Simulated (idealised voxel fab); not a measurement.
process module | voxel trench capacitor
cross-section cut | 215 nm wide | cells 5 nm
A cross-section is a grid of square cells, given in bands from the top down. A band is one or more rows of cells.
Each band's line starts with the height of the band's top and of its bottom, in nm. Then come its materials from left to right, each with its width in nm. One material with "throughout" fills the band from edge to edge. "air" is empty space.
Height 0 is the level under which the wafer as received is all one material. The lowest band goes on downwards, as in "0 down".
A width such as "30 to 40" changes by the same amount from each row of cells to the next, from the band's top row to its bottom row.
"no change" after a step means that no cell of the cross-section changed.
closed voids: empty space of 8 cells or more with no open way to the top, each as width x height at its distance from the left edge, in nm
after a step's settings: what the simulator itself notes on the step
overlay nm, on a step with a mask: how far to the right of its planned place the mask lay; to the left if negative
plan
1 op RECEIVE | material Si
2 op CONFORMAL_DEP | material SiN | thk nm 10
3 op MASKED_ETCH | tone open | mask id TRENCH | width nm 30 | pitch nm 45 | etch materials SiN | depth nm 10 | overlay nm 0
4 op MASKED_ETCH | tone open | mask id TRENCH | width nm 30 | pitch nm 45 | etch materials Si | depth nm 25 | overlay nm 0
5 op CONFORMAL_DEP | material Al2O3 | thk nm 5
6 op CONFORMAL_DEP | material TiN | thk nm 5
7 op FILL_DEP | material W | thk nm 5
8 op CMP | height nm 10
first wafer, as planned
as received, after step 1
  0 down: Si throughout
  closed voids: none
after step 2
  10 to 0: SiN throughout
  below 0: unchanged
after step 3
  10 to 0: SiN 45 | air 30 | SiN 15 | air 30 | SiN 15 | air 30 | SiN 50
  below 0: unchanged
after step 4
  10 to 0: SiN 45 | air 30 | SiN 15 | air 30 | SiN 15 | air 30 | SiN 50
  0 to -25: Si 45 | air 30 | Si 15 | air 30 | Si 15 | air 30 | Si 50
  below -25: unchanged
after step 5
  15 to 10: Al2O3 50 | air 20 | Al2O3 25 | air 20 | Al2O3 25 | air 20 | Al2O3 55
  10 to 0: SiN 45 | Al2O3 5 | air 20 | Al2O3 5 | SiN 15 | Al2O3 5 | air 20 | Al2O3 5 | SiN 15 | Al2O3 5 | air 20 | Al2O3 5 | SiN 50
  0 to -20: Si 45 | Al2O3 5 | air 20 | Al2O3 5 | Si 15 | Al2O3 5 | air 20 | Al2O3 5 | Si 15 | Al2O3 5 | air 20 | Al2O3 5 | Si 50
  -20 to -25: Si 45 | Al2O3 30 | Si 15 | Al2O3 30 | Si 15 | Al2O3 30 | Si 50
  below -25: unchanged
after step 6
  20 to 15: TiN 55 | air 10 | TiN 35 | air 10 | TiN 35 | air 10 | TiN 60
  15 to 10: Al2O3 50 | TiN 5 | air 10 | TiN 5 | Al2O3 25 | TiN 5 | air 10 | TiN 5 | Al2O3 25 | TiN 5 | air 10 | TiN 5 | Al2O3 55
  10 to 0: SiN 45 | Al2O3 5 | TiN 5 | air 10 | TiN 5 | Al2O3 5 | SiN 15 | Al2O3 5 | TiN 5 | air 10 | TiN 5 | Al2O3 5 | SiN 15 | Al2O3 5 | TiN 5 | air 10 | TiN 5 | Al2O3 5 | SiN 50
  0 to -15: Si 45 | Al2O3 5 | TiN 5 | air 10 | TiN 5 | Al2O3 5 | Si 15 | Al2O3 5 | TiN 5 | air 10 | TiN 5 | Al2O3 5 | Si 15 | Al2O3 5 | TiN 5 | air 10 | TiN 5 | Al2O3 5 | Si 50
  -15 to -20: Si 45 | Al2O3 5 | TiN 20 | Al2O3 5 | Si 15 | Al2O3 5 | TiN 20 | Al2O3 5 | Si 15 | Al2O3 5 | TiN 20 | Al2O3 5 | Si 50
  below -20: unchanged
after step 7
  25 to 20: W throughout
  20 to 15: TiN 55 | W 10 | TiN 35 | W 10 | TiN 35 | W 10 | TiN 60
  15 to 10: Al2O3 50 | TiN 5 | W 10 | TiN 5 | Al2O3 25 | TiN 5 | W 10 | TiN 5 | Al2O3 25 | TiN 5 | W 10 | TiN 5 | Al2O3 55
  10 to 0: SiN 45 | Al2O3 5 | TiN 5 | W 10 | TiN 5 | Al2O3 5 | SiN 15 | Al2O3 5 | TiN 5 | W 10 | TiN 5 | Al2O3 5 | SiN 15 | Al2O3 5 | TiN 5 | W 10 | TiN 5 | Al2O3 5 | SiN 50
  0 to -15: Si 45 | Al2O3 5 | TiN 5 | W 10 | TiN 5 | Al2O3 5 | Si 15 | Al2O3 5 | TiN 5 | W 10 | TiN 5 | Al2O3 5 | Si 15 | Al2O3 5 | TiN 5 | W 10 | TiN 5 | Al2O3 5 | Si 50
  below -15: unchanged
after step 8
  10 to 0: SiN 45 | Al2O3 5 | TiN 5 | W 10 | TiN 5 | Al2O3 5 | SiN 15 | Al2O3 5 | TiN 5 | W 10 | TiN 5 | Al2O3 5 | SiN 15 | Al2O3 5 | TiN 5 | W 10 | TiN 5 | Al2O3 5 | SiN 50
  below 0: unchanged
second wafer: like start, like plan, one mistake. Through step 2 it matches the first wafer
when step 3 should have ended
  10 to 0: SiN 50 | air 25 | SiN 20 | air 25 | SiN 20 | air 25 | SiN 50
  below 0: unchanged
when step 4 should have ended
  10 to 0: SiN 50 | air 25 | SiN 20 | air 25 | SiN 20 | air 25 | SiN 50
  0 to -25: Si 50 | air 25 | Si 20 | air 25 | Si 20 | air 25 | Si 50
  below -25: unchanged
when step 5 should have ended
  15 to 10: Al2O3 55 | air 15 | Al2O3 30 | air 15 | Al2O3 30 | air 15 | Al2O3 55
  10 to 0: SiN 50 | Al2O3 5 | air 15 | Al2O3 5 | SiN 20 | Al2O3 5 | air 15 | Al2O3 5 | SiN 20 | Al2O3 5 | air 15 | Al2O3 5 | SiN 50
  0 to -20: Si 50 | Al2O3 5 | air 15 | Al2O3 5 | Si 20 | Al2O3 5 | air 15 | Al2O3 5 | Si 20 | Al2O3 5 | air 15 | Al2O3 5 | Si 50
  -20 to -25: Si 50 | Al2O3 25 | Si 20 | Al2O3 25 | Si 20 | Al2O3 25 | Si 50
  below -25: unchanged
when step 6 should have ended
  20 to 15: TiN 60 | air 5 | TiN 40 | air 5 | TiN 40 | air 5 | TiN 60
  15 to 10: Al2O3 55 | TiN 5 | air 5 | TiN 5 | Al2O3 30 | TiN 5 | air 5 | TiN 5 | Al2O3 30 | TiN 5 | air 5 | TiN 5 | Al2O3 55
  10 to 0: SiN 50 | Al2O3 5 | TiN 5 | air 5 | TiN 5 | Al2O3 5 | SiN 20 | Al2O3 5 | TiN 5 | air 5 | TiN 5 | Al2O3 5 | SiN 20 | Al2O3 5 | TiN 5 | air 5 | TiN 5 | Al2O3 5 | SiN 50
  0 to -15: Si 50 | Al2O3 5 | TiN 5 | air 5 | TiN 5 | Al2O3 5 | Si 20 | Al2O3 5 | TiN 5 | air 5 | TiN 5 | Al2O3 5 | Si 20 | Al2O3 5 | TiN 5 | air 5 | TiN 5 | Al2O3 5 | Si 50
  -15 to -20: Si 50 | Al2O3 5 | TiN 15 | Al2O3 5 | Si 20 | Al2O3 5 | TiN 15 | Al2O3 5 | Si 20 | Al2O3 5 | TiN 15 | Al2O3 5 | Si 50
  below -20: unchanged
when step 7 should have ended
  25 to 20: W throughout
  20 to 15: TiN 60 | W 5 | TiN 40 | W 5 | TiN 40 | W 5 | TiN 60
  15 to 10: Al2O3 55 | TiN 5 | W 5 | TiN 5 | Al2O3 30 | TiN 5 | W 5 | TiN 5 | Al2O3 30 | TiN 5 | W 5 | TiN 5 | Al2O3 55
  10 to 0: SiN 50 | Al2O3 5 | TiN 5 | W 5 | TiN 5 | Al2O3 5 | SiN 20 | Al2O3 5 | TiN 5 | W 5 | TiN 5 | Al2O3 5 | SiN 20 | Al2O3 5 | TiN 5 | W 5 | TiN 5 | Al2O3 5 | SiN 50
  0 to -15: Si 50 | Al2O3 5 | TiN 5 | W 5 | TiN 5 | Al2O3 5 | Si 20 | Al2O3 5 | TiN 5 | W 5 | TiN 5 | Al2O3 5 | Si 20 | Al2O3 5 | TiN 5 | W 5 | TiN 5 | Al2O3 5 | Si 50
  below -15: unchanged
when step 8 should have ended
  10 to 0: SiN 50 | Al2O3 5 | TiN 5 | W 5 | TiN 5 | Al2O3 5 | SiN 20 | Al2O3 5 | TiN 5 | W 5 | TiN 5 | Al2O3 5 | SiN 20 | Al2O3 5 | TiN 5 | W 5 | TiN 5 | Al2O3 5 | SiN 50
  below 0: unchanged
what went wrong: step 3 ran as: op MASKED_ETCH | tone open | mask id TRENCH | width nm 25 | pitch nm 45 | etch materials SiN | depth nm 10 | overlay nm 0
at the end the second wafer has, in cells: 3 fewer of Al2O3 | 15 more of Si | 6 more of SiN | 3 fewer of TiN | 15 fewer of W
